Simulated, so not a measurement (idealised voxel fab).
Process module, titled voxel wiring stack
Square cells of 5 nm make up the cross-section cut, whose width is 240 nm.
Cross-section, as written here: a square-cell grid given band by band from the top down, where a band holds one or more rows of cells. Within each band entry, the heights of the top and of the bottom of the band appear first, in that order and in nm; the materials of the band then follow from left to right, each with its corresponding width in nm. The designation "full width" on a single material indicates that it fills the band from edge to edge; the designation "air" indicates empty space. Below 0: as-received wafer, all one material; heights counted from there. Lowest band: no bottom, goes on down, written "0 down". A width given as "30 to 40" starts at the first number in the band's top row and ends at the second number in its bottom row, shifting by an equal amount at every step from row to row. No cell of the cross-section changed in a step that is given as "remains unaltered". In "Sealed void list" the enclosed voids are listed, meaning empty spaces of 8 cells or larger without any opening to the top. The form is width x height at distance, distance from the left edge, units nm. Past the settings on a step's line: simulator remark, on that step. Among the settings permitted on a step's line is "overlay nm"; applied to a step with a mask, it specifies the extent to which the mask lay to the right of its planned position, whereas a negative figure signifies a position to the left.

# So here's the lineup of process steps we planned
1 RECEIVE [material Si]
2 CONFORMAL_DEP [material SiO2] [thk nm 15]
3 CONFORMAL_DEP [material SiN] [thk nm 5]
4 DIRECTIONAL_DEP [material SiO2] [thk nm 20]
5 MASKED_ETCH [tone open] [mask id METAL_1] [width nm 30] [pitch nm 50] [etch materials SiO2] [depth nm 20] [overlay nm 0]
6 MASKED_ETCH [tone open] [mask id METAL_1] [width nm 30] [pitch nm 50] [etch materials SiN] [depth nm 5] [overlay nm 0]
7 CONFORMAL_DEP [material TiN] [thk nm 5]
8 FILL_DEP [material Cu] [thk nm 5]
9 CMP [height nm 40]
10 CONFORMAL_DEP [material SiCN] [thk nm 5]
11 DIRECTIONAL_DEP [material SiO2] [thk nm 15]
12 PATTERN [tone open] [mask id PLUG_1] [material resist] [width nm 15] [pitch nm 50] [thk nm 15] [overlay nm 0]
13 DIRECTIONAL_ETCH [etch materials SiO2] [depth nm 15]
14 DIRECTIONAL_ETCH [etch materials SiCN] [depth nm 5]
15 STRIP [etch materials resist]
16 CONFORMAL_DEP [material TiN] [thk nm 5]
17 FILL_DEP [material Ru] [thk nm 5]
18 CMP [height nm 60]
19 DIRECTIONAL_DEP [material TiN] [thk nm 5]
20 DIRECTIONAL_DEP [material Ru] [thk nm 20]
21 DIRECTIONAL_DEP [material aC] [thk nm 10]
22 PATTERN [tone cover] [mask id METAL_2] [material resist] [width nm 30] [pitch nm 50] [thk nm 25] [overlay nm 0]
23 DIRECTIONAL_ETCH [etch materials aC] [depth nm 10]
24 STRIP [etch materials resist]
25 DIRECTIONAL_ETCH [etch materials Ru] [depth nm 20]
26 DIRECTIONAL_ETCH [etch materials TiN] [depth nm 5]
27 STRIP [etch materials aC]
28 CONFORMAL_DEP [material SiCN] [thk nm 5]
29 FILL_DEP [material lowk] [thk nm 5]
30 CMP [height nm 85]
31 CONFORMAL_DEP [material SiCN] [thk nm 5]
32 DIRECTIONAL_DEP [material SiO2] [thk nm 30]
33 PATTERN [tone open] [mask id METAL_3_HOLES] [material resist] [width nm 15] [pitch nm 100] [thk nm 15] [overlay nm 0]
34 DIRECTIONAL_ETCH [etch materials SiO2] [depth nm 30]
35 STRIP [etch materials resist]
36 PATTERN [tone open] [mask id METAL_3] [material resist] [width nm 30] [pitch nm 50] [thk nm 20] [overlay nm 0]
37 DIRECTIONAL_ETCH [etch materials SiO2] [depth nm 20]
38 DIRECTIONAL_ETCH [etch materials SiCN] [depth nm 5]
39 STRIP [etch materials resist]
40 CONFORMAL_DEP [material TiN] [thk nm 5]
41 FILL_DEP [material Cu] [thk nm 10]
42 CMP [height nm 120]
43 CONFORMAL_DEP [material SiCN] [thk nm 5]

# First wafer of two (run as planned)

# Here's what the wafer looked like in cross-section when it arrived - that's after step 1
	0 down | Si full width
	Sealed void list: none

# Cross-sectional representation of the wafer at the conclusion of step 2
	15 to 0 | SiO2 full width
	Nothing below the height 0 has changed.

# Cross-sectional representation of the wafer at the conclusion of step 3
	20 to 15 | SiN full width
	Nothing below the height 15 has changed.

# Cross-sectional representation of the wafer at the conclusion of step 4
	40 to 20 | SiO2 full width
	Nothing below the height 20 has changed.

# Cross-sectional representation of the wafer at the conclusion of step 5
	40 to 20 | SiO2 30 | air 30 | SiO2 20 | air 30 | SiO2 20 | air 30 | SiO2 20 | air 30 | SiO2 30
	Nothing below the height 20 has changed.

# Cross-sectional representation of the wafer at the conclusion of step 6
	40 to 20 | SiO2 30 | air 30 | SiO2 20 | air 30 | SiO2 20 | air 30 | SiO2 20 | air 30 | SiO2 30
	20 to 15 | SiN 30 | air 30 | SiN 20 | air 30 | SiN 20 | air 30 | SiN 20 | air 30 | SiN 30
	Nothing below the height 15 has changed.

# Cross-sectional representation of the wafer at the conclusion of step 7
	45 to 40 | TiN 35 | air 20 | TiN 30 | air 20 | TiN 30 | air 20 | TiN 30 | air 20 | TiN 35
	40 to 20 | SiO2 30 | TiN 5 | air 20 | TiN 5 | SiO2 20 | TiN 5 | air 20 | TiN 5 | SiO2 20 | TiN 5 | air 20 | TiN 5 | SiO2 20 | TiN 5 | air 20 | TiN 5 | SiO2 30
	20 to 15 | SiN 30 | TiN 30 | SiN 20 | TiN 30 | SiN 20 | TiN 30 | SiN 20 | TiN 30 | SiN 30
	Nothing below the height 15 has changed.

# Cross-sectional representation of the wafer at the conclusion of step 8
	50 to 45 | Cu full width
	45 to 40 | TiN 35 | Cu 20 | TiN 30 | Cu 20 | TiN 30 | Cu 20 | TiN 30 | Cu 20 | TiN 35
	40 to 20 | SiO2 30 | TiN 5 | Cu 20 | TiN 5 | SiO2 20 | TiN 5 | Cu 20 | TiN 5 | SiO2 20 | TiN 5 | Cu 20 | TiN 5 | SiO2 20 | TiN 5 | Cu 20 | TiN 5 | SiO2 30
	Nothing below the height 20 has changed.

# Cross-sectional representation of the wafer at the conclusion of step 9
	40 to 20 | SiO2 30 | TiN 5 | Cu 20 | TiN 5 | SiO2 20 | TiN 5 | Cu 20 | TiN 5 | SiO2 20 | TiN 5 | Cu 20 | TiN 5 | SiO2 20 | TiN 5 | Cu 20 | TiN 5 | SiO2 30
	Nothing below the height 20 has changed.

# Cross-sectional representation of the wafer at the conclusion of step 10
	45 to 40 | SiCN full width
	Nothing below the height 40 has changed.

# Cross-sectional representation of the wafer at the conclusion of step 11
	60 to 45 | SiO2 full width
	Nothing below the height 45 has changed.

# Cross-sectional representation of the wafer at the conclusion of step 12
	75 to 60 | resist 30 | air 15 | resist 35 | air 15 | resist 35 | air 15 | resist 35 | air 15 | resist 45
	Nothing below the height 60 has changed.

# Cross-sectional representation of the wafer at the conclusion of step 13
	75 to 60 | resist 30 | air 15 | resist 35 | air 15 | resist 35 | air 15 | resist 35 | air 15 | resist 45
	60 to 45 | SiO2 30 | air 15 | SiO2 35 | air 15 | SiO2 35 | air 15 | SiO2 35 | air 15 | SiO2 45
	Nothing below the height 45 has changed.

# Cross-sectional representation of the wafer at the conclusion of step 14
	75 to 60 | resist 30 | air 15 | resist 35 | air 15 | resist 35 | air 15 | resist 35 | air 15 | resist 45
	60 to 45 | SiO2 30 | air 15 | SiO2 35 | air 15 | SiO2 35 | air 15 | SiO2 35 | air 15 | SiO2 45
	45 to 40 | SiCN 30 | air 15 | SiCN 35 | air 15 | SiCN 35 | air 15 | SiCN 35 | air 15 | SiCN 45
	Nothing below the height 40 has changed.

# Cross-sectional representation of the wafer at the conclusion of step 15
	60 to 45 | SiO2 30 | air 15 | SiO2 35 | air 15 | SiO2 35 | air 15 | SiO2 35 | air 15 | SiO2 45
	Nothing below the height 45 has changed.

# Cross-sectional representation of the wafer at the conclusion of step 16
	65 to 60 | TiN 35 | air 5 | TiN 45 | air 5 | TiN 45 | air 5 | TiN 45 | air 5 | TiN 50
	60 to 45 | SiO2 30 | TiN 5 | air 5 | TiN 5 | SiO2 35 | TiN 5 | air 5 | TiN 5 | SiO2 35 | TiN 5 | air 5 | TiN 5 | SiO2 35 | TiN 5 | air 5 | TiN 5 | SiO2 45
	45 to 40 | SiCN 30 | TiN 15 | SiCN 35 | TiN 15 | SiCN 35 | TiN 15 | SiCN 35 | TiN 15 | SiCN 45
	Nothing below the height 40 has changed.

# Cross-sectional representation of the wafer at the conclusion of step 17
	70 to 65 | Ru full width
	65 to 60 | TiN 35 | Ru 5 | TiN 45 | Ru 5 | TiN 45 | Ru 5 | TiN 45 | Ru 5 | TiN 50
	60 to 45 | SiO2 30 | TiN 5 | Ru 5 | TiN 5 | SiO2 35 | TiN 5 | Ru 5 | TiN 5 | SiO2 35 | TiN 5 | Ru 5 | TiN 5 | SiO2 35 | TiN 5 | Ru 5 | TiN 5 | SiO2 45
	Nothing below the height 45 has changed.

# Cross-sectional representation of the wafer at the conclusion of step 18
	60 to 45 | SiO2 30 | TiN 5 | Ru 5 | TiN 5 | SiO2 35 | TiN 5 | Ru 5 | TiN 5 | SiO2 35 | TiN 5 | Ru 5 | TiN 5 | SiO2 35 | TiN 5 | Ru 5 | TiN 5 | SiO2 45
	Nothing below the height 45 has changed.

# Cross-sectional representation of the wafer at the conclusion of step 19
	65 to 60 | TiN full width
	Nothing below the height 60 has changed.

# Cross-sectional representation of the wafer at the conclusion of step 20
	85 to 65 | Ru full width
	Nothing below the height 65 has changed.

# Cross-sectional representation of the wafer at the conclusion of step 21
	95 to 85 | aC full width
	Nothing below the height 85 has changed.

# Cross-sectional representation of the wafer at the conclusion of step 22
	120 to 95 | air 30 | resist 30 | air 20 | resist 30 | air 20 | resist 30 | air 20 | resist 30 | air 30
	Nothing below the height 95 has changed.

# Cross-sectional representation of the wafer at the conclusion of step 23
	110 to 95 | air 30 | resist 30 | air 20 | resist 30 | air 20 | resist 30 | air 20 | resist 30 | air 30
	95 to 85 | air 30 | aC 30 | air 20 | aC 30 | air 20 | aC 30 | air 20 | aC 30 | air 30
	Nothing below the height 85 has changed.

# Cross-sectional representation of the wafer at the conclusion of step 24
	95 to 85 | air 30 | aC 30 | air 20 | aC 30 | air 20 | aC 30 | air 20 | aC 30 | air 30
	Nothing below the height 85 has changed.

# Cross-sectional representation of the wafer at the conclusion of step 25
	95 to 85 | air 30 | aC 30 | air 20 | aC 30 | air 20 | aC 30 | air 20 | aC 30 | air 30
	85 to 65 | air 30 | Ru 30 | air 20 | Ru 30 | air 20 | Ru 30 | air 20 | Ru 30 | air 30
	Nothing below the height 65 has changed.

# Cross-sectional representation of the wafer at the conclusion of step 26
	95 to 85 | air 30 | aC 30 | air 20 | aC 30 | air 20 | aC 30 | air 20 | aC 30 | air 30
	85 to 65 | air 30 | Ru 30 | air 20 | Ru 30 | air 20 | Ru 30 | air 20 | Ru 30 | air 30
	65 to 60 | air 30 | TiN 30 | air 20 | TiN 30 | air 20 | TiN 30 | air 20 | TiN 30 | air 30
	Nothing below the height 60 has changed.

# Cross-sectional representation of the wafer at the conclusion of step 27
	85 to 65 | air 30 | Ru 30 | air 20 | Ru 30 | air 20 | Ru 30 | air 20 | Ru 30 | air 30
	Nothing below the height 65 has changed.

# Cross-sectional representation of the wafer at the conclusion of step 28
	90 to 85 | air 25 | SiCN 40 | air 10 | SiCN 40 | air 10 | SiCN 40 | air 10 | SiCN 40 | air 25
	85 to 65 | air 25 | SiCN 5 | Ru 30 | SiCN 5 | air 10 | SiCN 5 | Ru 30 | SiCN 5 | air 10 | SiCN 5 | Ru 30 | SiCN 5 | air 10 | SiCN 5 | Ru 30 | SiCN 5 | air 25
	65 to 60 | SiCN 30 | TiN 30 | SiCN 20 | TiN 30 | SiCN 20 | TiN 30 | SiCN 20 | TiN 30 | SiCN 30
	Nothing below the height 60 has changed.

# Cross-sectional representation of the wafer at the conclusion of step 29
	95 to 90 | lowk full width
	90 to 85 | lowk 25 | SiCN 40 | lowk 10 | SiCN 40 | lowk 10 | SiCN 40 | lowk 10 | SiCN 40 | lowk 25
	85 to 65 | lowk 25 | SiCN 5 | Ru 30 | SiCN 5 | lowk 10 | SiCN 5 | Ru 30 | SiCN 5 | lowk 10 | SiCN 5 | Ru 30 | SiCN 5 | lowk 10 | SiCN 5 | Ru 30 | SiCN 5 | lowk 25
	Nothing below the height 65 has changed.

# Cross-sectional representation of the wafer at the conclusion of step 30
	85 to 65 | lowk 25 | SiCN 5 | Ru 30 | SiCN 5 | lowk 10 | SiCN 5 | Ru 30 | SiCN 5 | lowk 10 | SiCN 5 | Ru 30 | SiCN 5 | lowk 10 | SiCN 5 | Ru 30 | SiCN 5 | lowk 25
	Nothing below the height 65 has changed.

# Cross-sectional representation of the wafer at the conclusion of step 31
	90 to 85 | SiCN full width
	Nothing below the height 85 has changed.

# Cross-sectional representation of the wafer at the conclusion of step 32
	120 to 90 | SiO2 full width
	Nothing below the height 90 has changed.

# Cross-sectional representation of the wafer at the conclusion of step 33
	135 to 120 | resist 30 | air 15 | resist 85 | air 15 | resist 95
	Nothing below the height 120 has changed.

# Cross-sectional representation of the wafer at the conclusion of step 34
	135 to 120 | resist 30 | air 15 | resist 85 | air 15 | resist 95
	120 to 90 | SiO2 30 | air 15 | SiO2 85 | air 15 | SiO2 95
	Nothing below the height 90 has changed.

# Cross-sectional representation of the wafer at the conclusion of step 35
	120 to 90 | SiO2 30 | air 15 | SiO2 85 | air 15 | SiO2 95
	Nothing below the height 90 has changed.

# Cross-sectional representation of the wafer at the conclusion of step 36
	140 to 120 | resist 30 | air 30 | resist 20 | air 30 | resist 20 | air 30 | resist 20 | air 30 | resist 30
	Nothing below the height 120 has changed.

# Cross-sectional representation of the wafer at the conclusion of step 37
	140 to 120 | resist 30 | air 30 | resist 20 | air 30 | resist 20 | air 30 | resist 20 | air 30 | resist 30
	120 to 100 | SiO2 30 | air 30 | SiO2 20 | air 30 | SiO2 20 | air 30 | SiO2 20 | air 30 | SiO2 30
	Nothing below the height 100 has changed.

# Cross-sectional representation of the wafer at the conclusion of step 38
	140 to 120 | resist 30 | air 30 | resist 20 | air 30 | resist 20 | air 30 | resist 20 | air 30 | resist 30
	120 to 100 | SiO2 30 | air 30 | SiO2 20 | air 30 | SiO2 20 | air 30 | SiO2 20 | air 30 | SiO2 30
	100 to 90 | SiO2 30 | air 15 | SiO2 85 | air 15 | SiO2 95
	90 to 85 | SiCN 30 | air 15 | SiCN 85 | air 15 | SiCN 95
	Nothing below the height 85 has changed.

# Cross-sectional representation of the wafer at the conclusion of step 39
	120 to 100 | SiO2 30 | air 30 | SiO2 20 | air 30 | SiO2 20 | air 30 | SiO2 20 | air 30 | SiO2 30
	Nothing below the height 100 has changed.

# Cross-sectional representation of the wafer at the conclusion of step 40
	125 to 120 | TiN 35 | air 20 | TiN 30 | air 20 | TiN 30 | air 20 | TiN 30 | air 20 | TiN 35
	120 to 105 | SiO2 30 | TiN 5 | air 20 | TiN 5 | SiO2 20 | TiN 5 | air 20 | TiN 5 | SiO2 20 | TiN 5 | air 20 | TiN 5 | SiO2 20 | TiN 5 | air 20 | TiN 5 | SiO2 30
	105 to 100 | SiO2 30 | TiN 5 | air 5 | TiN 20 | SiO2 20 | TiN 30 | SiO2 20 | TiN 5 | air 5 | TiN 20 | SiO2 20 | TiN 30 | SiO2 30
	100 to 90 | SiO2 30 | TiN 5 | air 5 | TiN 5 | SiO2 85 | TiN 5 | air 5 | TiN 5 | SiO2 95
	90 to 85 | SiCN 30 | TiN 15 | SiCN 85 | TiN 15 | SiCN 95
	Nothing below the height 85 has changed.

# Cross-sectional representation of the wafer at the conclusion of step 41
	135 to 125 | Cu full width
	125 to 120 | TiN 35 | Cu 20 | TiN 30 | Cu 20 | TiN 30 | Cu 20 | TiN 30 | Cu 20 | TiN 35
	120 to 105 | SiO2 30 | TiN 5 | Cu 20 | TiN 5 | SiO2 20 | TiN 5 | Cu 20 | TiN 5 | SiO2 20 | TiN 5 | Cu 20 | TiN 5 | SiO2 20 | TiN 5 | Cu 20 | TiN 5 | SiO2 30
	105 to 100 | SiO2 30 | TiN 5 | Cu 5 | TiN 20 | SiO2 20 | TiN 30 | SiO2 20 | TiN 5 | Cu 5 | TiN 20 | SiO2 20 | TiN 30 | SiO2 30
	100 to 90 | SiO2 30 | TiN 5 | Cu 5 | TiN 5 | SiO2 85 | TiN 5 | Cu 5 | TiN 5 | SiO2 95
	Nothing below the height 90 has changed.

# Cross-sectional representation of the wafer at the conclusion of step 42
	120 to 105 | SiO2 30 | TiN 5 | Cu 20 | TiN 5 | SiO2 20 | TiN 5 | Cu 20 | TiN 5 | SiO2 20 | TiN 5 | Cu 20 | TiN 5 | SiO2 20 | TiN 5 | Cu 20 | TiN 5 | SiO2 30
	Nothing below the height 105 has changed.

# Cross-sectional representation of the wafer at the conclusion of step 43
	125 to 120 | SiCN full width
	Nothing below the height 120 has changed.

# What follows concerns the second wafer, which started out like the first and was meant to follow the very same plan; one mistake crept in when it was run, but everything up to and including step 4 is the same as for the first wafer

# Cross-section of the second wafer when, according to plan, step 5 should have finished
	40 to 20 | air 30 | SiO2 30 | air 20 | SiO2 30 | air 20 | SiO2 30 | air 20 | SiO2 30 | air 30
	Nothing below the height 20 has changed.

Cross-section of the second wafer when, according to plan, step 6 should have finished: remains unaltered

# Cross-section of the second wafer when, according to plan, step 7 should have finished
	45 to 40 | air 25 | TiN 40 | air 10 | TiN 40 | air 10 | TiN 40 | air 10 | TiN 40 | air 25
	40 to 25 | air 25 | TiN 5 | SiO2 30 | TiN 5 | air 10 | TiN 5 | SiO2 30 | TiN 5 | air 10 | TiN 5 | SiO2 30 | TiN 5 | air 10 | TiN 5 | SiO2 30 | TiN 5 | air 25
	25 to 20 | TiN 30 | SiO2 30 | TiN 20 | SiO2 30 | TiN 20 | SiO2 30 | TiN 20 | SiO2 30 | TiN 30
	Nothing below the height 20 has changed.

# Cross-section of the second wafer when, according to plan, step 8 should have finished
	50 to 45 | Cu full width
	45 to 40 | Cu 25 | TiN 40 | Cu 10 | TiN 40 | Cu 10 | TiN 40 | Cu 10 | TiN 40 | Cu 25
	40 to 25 | Cu 25 | TiN 5 | SiO2 30 | TiN 5 | Cu 10 | TiN 5 | SiO2 30 | TiN 5 | Cu 10 | TiN 5 | SiO2 30 | TiN 5 | Cu 10 | TiN 5 | SiO2 30 | TiN 5 | Cu 25
	Nothing below the height 25 has changed.

# Cross-section of the second wafer when, according to plan, step 9 should have finished
	40 to 25 | Cu 25 | TiN 5 | SiO2 30 | TiN 5 | Cu 10 | TiN 5 | SiO2 30 | TiN 5 | Cu 10 | TiN 5 | SiO2 30 | TiN 5 | Cu 10 | TiN 5 | SiO2 30 | TiN 5 | Cu 25
	Nothing below the height 25 has changed.

# Cross-section of the second wafer when, according to plan, step 10 should have finished
	45 to 40 | SiCN full width
	Nothing below the height 40 has changed.

# Cross-section of the second wafer when, according to plan, step 11 should have finished
	60 to 45 | SiO2 full width
	Nothing below the height 45 has changed.

# Cross-section of the second wafer when, according to plan, step 12 should have finished
	75 to 60 | resist 30 | air 15 | resist 35 | air 15 | resist 35 | air 15 | resist 35 | air 15 | resist 45
	Nothing below the height 60 has changed.

# Cross-section of the second wafer when, according to plan, step 13 should have finished
	75 to 60 | resist 30 | air 15 | resist 35 | air 15 | resist 35 | air 15 | resist 35 | air 15 | resist 45
	60 to 45 | SiO2 30 | air 15 | SiO2 35 | air 15 | SiO2 35 | air 15 | SiO2 35 | air 15 | SiO2 45
	Nothing below the height 45 has changed.

# Cross-section of the second wafer when, according to plan, step 14 should have finished
	75 to 60 | resist 30 | air 15 | resist 35 | air 15 | resist 35 | air 15 | resist 35 | air 15 | resist 45
	60 to 45 | SiO2 30 | air 15 | SiO2 35 | air 15 | SiO2 35 | air 15 | SiO2 35 | air 15 | SiO2 45
	45 to 40 | SiCN 30 | air 15 | SiCN 35 | air 15 | SiCN 35 | air 15 | SiCN 35 | air 15 | SiCN 45
	Nothing below the height 40 has changed.

# Cross-section of the second wafer when, according to plan, step 15 should have finished
	60 to 45 | SiO2 30 | air 15 | SiO2 35 | air 15 | SiO2 35 | air 15 | SiO2 35 | air 15 | SiO2 45
	Nothing below the height 45 has changed.

# Cross-section of the second wafer when, according to plan, step 16 should have finished
	65 to 60 | TiN 35 | air 5 | TiN 45 | air 5 | TiN 45 | air 5 | TiN 45 | air 5 | TiN 50
	60 to 45 | SiO2 30 | TiN 5 | air 5 | TiN 5 | SiO2 35 | TiN 5 | air 5 | TiN 5 | SiO2 35 | TiN 5 | air 5 | TiN 5 | SiO2 35 | TiN 5 | air 5 | TiN 5 | SiO2 45
	45 to 40 | SiCN 30 | TiN 15 | SiCN 35 | TiN 15 | SiCN 35 | TiN 15 | SiCN 35 | TiN 15 | SiCN 45
	Nothing below the height 40 has changed.

# Cross-section of the second wafer when, according to plan, step 17 should have finished
	70 to 65 | Ru full width
	65 to 60 | TiN 35 | Ru 5 | TiN 45 | Ru 5 | TiN 45 | Ru 5 | TiN 45 | Ru 5 | TiN 50
	60 to 45 | SiO2 30 | TiN 5 | Ru 5 | TiN 5 | SiO2 35 | TiN 5 | Ru 5 | TiN 5 | SiO2 35 | TiN 5 | Ru 5 | TiN 5 | SiO2 35 | TiN 5 | Ru 5 | TiN 5 | SiO2 45
	Nothing below the height 45 has changed.

# Cross-section of the second wafer when, according to plan, step 18 should have finished
	60 to 45 | SiO2 30 | TiN 5 | Ru 5 | TiN 5 | SiO2 35 | TiN 5 | Ru 5 | TiN 5 | SiO2 35 | TiN 5 | Ru 5 | TiN 5 | SiO2 35 | TiN 5 | Ru 5 | TiN 5 | SiO2 45
	Nothing below the height 45 has changed.

# Cross-section of the second wafer when, according to plan, step 19 should have finished
	65 to 60 | TiN full width
	Nothing below the height 60 has changed.

# Cross-section of the second wafer when, according to plan, step 20 should have finished
	85 to 65 | Ru full width
	Nothing below the height 65 has changed.

# Cross-section of the second wafer when, according to plan, step 21 should have finished
	95 to 85 | aC full width
	Nothing below the height 85 has changed.

# Cross-section of the second wafer when, according to plan, step 22 should have finished
	120 to 95 | air 30 | resist 30 | air 20 | resist 30 | air 20 | resist 30 | air 20 | resist 30 | air 30
	Nothing below the height 95 has changed.

# Cross-section of the second wafer when, according to plan, step 23 should have finished
	110 to 95 | air 30 | resist 30 | air 20 | resist 30 | air 20 | resist 30 | air 20 | resist 30 | air 30
	95 to 85 | air 30 | aC 30 | air 20 | aC 30 | air 20 | aC 30 | air 20 | aC 30 | air 30
	Nothing below the height 85 has changed.

# Cross-section of the second wafer when, according to plan, step 24 should have finished
	95 to 85 | air 30 | aC 30 | air 20 | aC 30 | air 20 | aC 30 | air 20 | aC 30 | air 30
	Nothing below the height 85 has changed.

# Cross-section of the second wafer when, according to plan, step 25 should have finished
	95 to 85 | air 30 | aC 30 | air 20 | aC 30 | air 20 | aC 30 | air 20 | aC 30 | air 30
	85 to 65 | air 30 | Ru 30 | air 20 | Ru 30 | air 20 | Ru 30 | air 20 | Ru 30 | air 30
	Nothing below the height 65 has changed.

# Cross-section of the second wafer when, according to plan, step 26 should have finished
	95 to 85 | air 30 | aC 30 | air 20 | aC 30 | air 20 | aC 30 | air 20 | aC 30 | air 30
	85 to 65 | air 30 | Ru 30 | air 20 | Ru 30 | air 20 | Ru 30 | air 20 | Ru 30 | air 30
	65 to 60 | air 30 | TiN 30 | air 20 | TiN 30 | air 20 | TiN 30 | air 20 | TiN 30 | air 30
	Nothing below the height 60 has changed.

# Cross-section of the second wafer when, according to plan, step 27 should have finished
	85 to 65 | air 30 | Ru 30 | air 20 | Ru 30 | air 20 | Ru 30 | air 20 | Ru 30 | air 30
	Nothing below the height 65 has changed.

# Cross-section of the second wafer when, according to plan, step 28 should have finished
	90 to 85 | air 25 | SiCN 40 | air 10 | SiCN 40 | air 10 | SiCN 40 | air 10 | SiCN 40 | air 25
	85 to 65 | air 25 | SiCN 5 | Ru 30 | SiCN 5 | air 10 | SiCN 5 | Ru 30 | SiCN 5 | air 10 | SiCN 5 | Ru 30 | SiCN 5 | air 10 | SiCN 5 | Ru 30 | SiCN 5 | air 25
	65 to 60 | SiCN 30 | TiN 30 | SiCN 20 | TiN 30 | SiCN 20 | TiN 30 | SiCN 20 | TiN 30 | SiCN 30
	Nothing below the height 60 has changed.

# Cross-section of the second wafer when, according to plan, step 29 should have finished
	95 to 90 | lowk full width
	90 to 85 | lowk 25 | SiCN 40 | lowk 10 | SiCN 40 | lowk 10 | SiCN 40 | lowk 10 | SiCN 40 | lowk 25
	85 to 65 | lowk 25 | SiCN 5 | Ru 30 | SiCN 5 | lowk 10 | SiCN 5 | Ru 30 | SiCN 5 | lowk 10 | SiCN 5 | Ru 30 | SiCN 5 | lowk 10 | SiCN 5 | Ru 30 | SiCN 5 | lowk 25
	Nothing below the height 65 has changed.

# Cross-section of the second wafer when, according to plan, step 30 should have finished
	85 to 65 | lowk 25 | SiCN 5 | Ru 30 | SiCN 5 | lowk 10 | SiCN 5 | Ru 30 | SiCN 5 | lowk 10 | SiCN 5 | Ru 30 | SiCN 5 | lowk 10 | SiCN 5 | Ru 30 | SiCN 5 | lowk 25
	Nothing below the height 65 has changed.

# Cross-section of the second wafer when, according to plan, step 31 should have finished
	90 to 85 | SiCN full width
	Nothing below the height 85 has changed.

# Cross-section of the second wafer when, according to plan, step 32 should have finished
	120 to 90 | SiO2 full width
	Nothing below the height 90 has changed.

# Cross-section of the second wafer when, according to plan, step 33 should have finished
	135 to 120 | resist 30 | air 15 | resist 85 | air 15 | resist 95
	Nothing below the height 120 has changed.

# Cross-section of the second wafer when, according to plan, step 34 should have finished
	135 to 120 | resist 30 | air 15 | resist 85 | air 15 | resist 95
	120 to 90 | SiO2 30 | air 15 | SiO2 85 | air 15 | SiO2 95
	Nothing below the height 90 has changed.

# Cross-section of the second wafer when, according to plan, step 35 should have finished
	120 to 90 | SiO2 30 | air 15 | SiO2 85 | air 15 | SiO2 95
	Nothing below the height 90 has changed.

# Cross-section of the second wafer when, according to plan, step 36 should have finished
	140 to 120 | resist 30 | air 30 | resist 20 | air 30 | resist 20 | air 30 | resist 20 | air 30 | resist 30
	Nothing below the height 120 has changed.

# Cross-section of the second wafer when, according to plan, step 37 should have finished
	140 to 120 | resist 30 | air 30 | resist 20 | air 30 | resist 20 | air 30 | resist 20 | air 30 | resist 30
	120 to 100 | SiO2 30 | air 30 | SiO2 20 | air 30 | SiO2 20 | air 30 | SiO2 20 | air 30 | SiO2 30
	Nothing below the height 100 has changed.

# Cross-section of the second wafer when, according to plan, step 38 should have finished
	140 to 120 | resist 30 | air 30 | resist 20 | air 30 | resist 20 | air 30 | resist 20 | air 30 | resist 30
	120 to 100 | SiO2 30 | air 30 | SiO2 20 | air 30 | SiO2 20 | air 30 | SiO2 20 | air 30 | SiO2 30
	100 to 90 | SiO2 30 | air 15 | SiO2 85 | air 15 | SiO2 95
	90 to 85 | SiCN 30 | air 15 | SiCN 85 | air 15 | SiCN 95
	Nothing below the height 85 has changed.

# Cross-section of the second wafer when, according to plan, step 39 should have finished
	120 to 100 | SiO2 30 | air 30 | SiO2 20 | air 30 | SiO2 20 | air 30 | SiO2 20 | air 30 | SiO2 30
	Nothing below the height 100 has changed.

# Cross-section of the second wafer when, according to plan, step 40 should have finished
	125 to 120 | TiN 35 | air 20 | TiN 30 | air 20 | TiN 30 | air 20 | TiN 30 | air 20 | TiN 35
	120 to 105 | SiO2 30 | TiN 5 | air 20 | TiN 5 | SiO2 20 | TiN 5 | air 20 | TiN 5 | SiO2 20 | TiN 5 | air 20 | TiN 5 | SiO2 20 | TiN 5 | air 20 | TiN 5 | SiO2 30
	105 to 100 | SiO2 30 | TiN 5 | air 5 | TiN 20 | SiO2 20 | TiN 30 | SiO2 20 | TiN 5 | air 5 | TiN 20 | SiO2 20 | TiN 30 | SiO2 30
	100 to 90 | SiO2 30 | TiN 5 | air 5 | TiN 5 | SiO2 85 | TiN 5 | air 5 | TiN 5 | SiO2 95
	90 to 85 | SiCN 30 | TiN 15 | SiCN 85 | TiN 15 | SiCN 95
	Nothing below the height 85 has changed.

# Cross-section of the second wafer when, according to plan, step 41 should have finished
	135 to 125 | Cu full width
	125 to 120 | TiN 35 | Cu 20 | TiN 30 | Cu 20 | TiN 30 | Cu 20 | TiN 30 | Cu 20 | TiN 35
	120 to 105 | SiO2 30 | TiN 5 | Cu 20 | TiN 5 | SiO2 20 | TiN 5 | Cu 20 | TiN 5 | SiO2 20 | TiN 5 | Cu 20 | TiN 5 | SiO2 20 | TiN 5 | Cu 20 | TiN 5 | SiO2 30
	105 to 100 | SiO2 30 | TiN 5 | Cu 5 | TiN 20 | SiO2 20 | TiN 30 | SiO2 20 | TiN 5 | Cu 5 | TiN 20 | SiO2 20 | TiN 30 | SiO2 30
	100 to 90 | SiO2 30 | TiN 5 | Cu 5 | TiN 5 | SiO2 85 | TiN 5 | Cu 5 | TiN 5 | SiO2 95
	Nothing below the height 90 has changed.

# Cross-section of the second wafer when, according to plan, step 42 should have finished
	120 to 105 | SiO2 30 | TiN 5 | Cu 20 | TiN 5 | SiO2 20 | TiN 5 | Cu 20 | TiN 5 | SiO2 20 | TiN 5 | Cu 20 | TiN 5 | SiO2 20 | TiN 5 | Cu 20 | TiN 5 | SiO2 30
	Nothing below the height 105 has changed.

# Cross-section of the second wafer when, according to plan, step 43 should have finished
	125 to 120 | SiCN full width
	Nothing below the height 120 has changed.
Where did the run depart from the plan? step 5 changed vs plan, executed as MASKED_ETCH [tone cover] [mask id METAL_1] [width nm 30] [pitch nm 50] [etch materials SiO2] [depth nm 20] [overlay nm 0]
Bottom line after processing is that, in cells, the second wafer is up or down on some materials versus the first: Cu: 16 fewer, SiN: 24 more, TiN: 8 fewer
